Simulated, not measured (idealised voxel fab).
The following process module bears the name voxel self aligned vias.
Displayed cross-section: cut, width of 245 nm, square cells sized 5 nm.
A cross-section is a grid of square cells, given in bands from the top down. A band is one or more rows of cells. Basically the band line says how high the top is and how high the bottom is, in nm, and then what's in it from left to right, every material with its width in nm. Empty space shows up as "blank", and if a single material carries "everywhere" it runs the full band edge to edge. Height reference: 0 = level under which incoming wafer is all one material. Lowest band: no bottom, runs on downward, e.g. "0 nm and below". So if you see something like "30 to 40" for the width, read it as the top row of the band sitting at the first number and the bottom row at the second, with every row in between moving by the same amount as the last. Step note "everything unchanged" = no cross-section cell changed. Closed-off voids of 8+ cells (no open route to the top) go in "Fully closed voids", written width x height at distance from the left edge, in nm. That trailing text on a step's line, after the settings, is the simulator's own remark on the step. "overlay nm" denotes, for a step that has a mask, the displacement of the mask to the right of its planned place, with negative values corresponding to the left.

Planned process steps
1) RECEIVE with material Si
2) CONFORMAL_DEP with material SiO2, thk nm 10
3) CONFORMAL_DEP with material SiCN, thk nm 5
4) DIRECTIONAL_DEP with material lowk, thk nm 30
5) MASKED_ETCH with tone open, mask id LINES, width nm 25, pitch nm 50, etch materials lowk, depth nm 30, overlay nm 0
6) CONFORMAL_DEP with material TiN, thk nm 5
7) FILL_DEP with material Ru, thk nm 5
8) CMP with height nm 45
9) SELECTIVE_ETCH with etch materials W Ru TiN, depth nm 5
10) FILL_DEP with material SiN, thk nm 10
11) CMP with height nm 45
12) DIRECTIONAL_DEP with material lowk, thk nm 20
13) DIRECTIONAL_DEP with material aC, thk nm 10
14) PATTERN with tone open, mask id VIAS, material resist, width nm 35, pitch nm 50, thk nm 25, overlay nm 0
15) DIRECTIONAL_ETCH with etch materials aC, depth nm 10
16) STRIP with etch materials resist
17) DIRECTIONAL_ETCH with etch materials lowk, depth nm 20
18) DIRECTIONAL_ETCH with etch materials SiN, depth nm 5
19) STRIP with etch materials aC
20) CONFORMAL_DEP with material TiN, thk nm 5
21) FILL_DEP with material Ru, thk nm 10
22) CMP with height nm 65
23) CONFORMAL_DEP with material SiCN, thk nm 5

Wafer cross-section on receipt, i.e. after step 1
- 0 nm and below: Si everywhere
- Fully closed voids: none

End-of-module XS, first of two wafers, run as planned
- 70 nm to 65 nm: SiCN everywhere
- 65 nm to 50 nm: lowk 80 nm | TiN 5 nm | Ru 25 nm | TiN 5 nm | lowk 15 nm | TiN 5 nm | Ru 25 nm | TiN 5 nm | lowk 80 nm
- 50 nm to 45 nm: lowk 80 nm | TiN 10 nm | Ru 15 nm | TiN 10 nm | lowk 15 nm | TiN 10 nm | Ru 15 nm | TiN 10 nm | lowk 80 nm
- 45 nm to 40 nm: lowk 85 nm | TiN 25 nm | lowk 25 nm | TiN 25 nm | lowk 85 nm
- 40 nm to 20 nm: lowk 85 nm | TiN 5 nm | Ru 15 nm | TiN 5 nm | lowk 25 nm | TiN 5 nm | Ru 15 nm | TiN 5 nm | lowk 85 nm
- 20 nm to 15 nm: lowk 85 nm | TiN 25 nm | lowk 25 nm | TiN 25 nm | lowk 85 nm
- 15 nm to 10 nm: SiCN everywhere
- 10 nm to 0 nm: SiO2 everywhere
- 0 nm and below: Si everywhere
- Fully closed voids: none

What the second wafer looks like in cross-section once the module is done. Its start and its plan matched the first wafer's exactly; what differed was one mistake in how it was run
- 70 nm to 65 nm: SiCN everywhere
- 65 nm to 45 nm: lowk 80 nm | TiN 5 nm | Ru 25 nm | TiN 5 nm | lowk 15 nm | TiN 5 nm | Ru 25 nm | TiN 5 nm | lowk 80 nm
- 45 nm to 40 nm: SiN 80 nm | TiN 35 nm | SiN 15 nm | TiN 35 nm | SiN 80 nm
- 40 nm to 15 nm: lowk 85 nm | TiN 5 nm | Ru 15 nm | TiN 5 nm | lowk 25 nm | TiN 5 nm | Ru 15 nm | TiN 5 nm | lowk 85 nm
- 15 nm to 10 nm: lowk 85 nm | TiN 25 nm | lowk 25 nm | TiN 25 nm | lowk 85 nm
- 10 nm to 0 nm: SiO2 everywhere
- 0 nm and below: Si everywhere
- Fully closed voids: none
Which mistake was made when the wafer was run? step 3 of the plan was omitted and not executed
Final tally in cells, some materials are higher or lower on the second wafer than on the first: +10 Ru; -49 SiCN; +35 SiN; +4 TiN
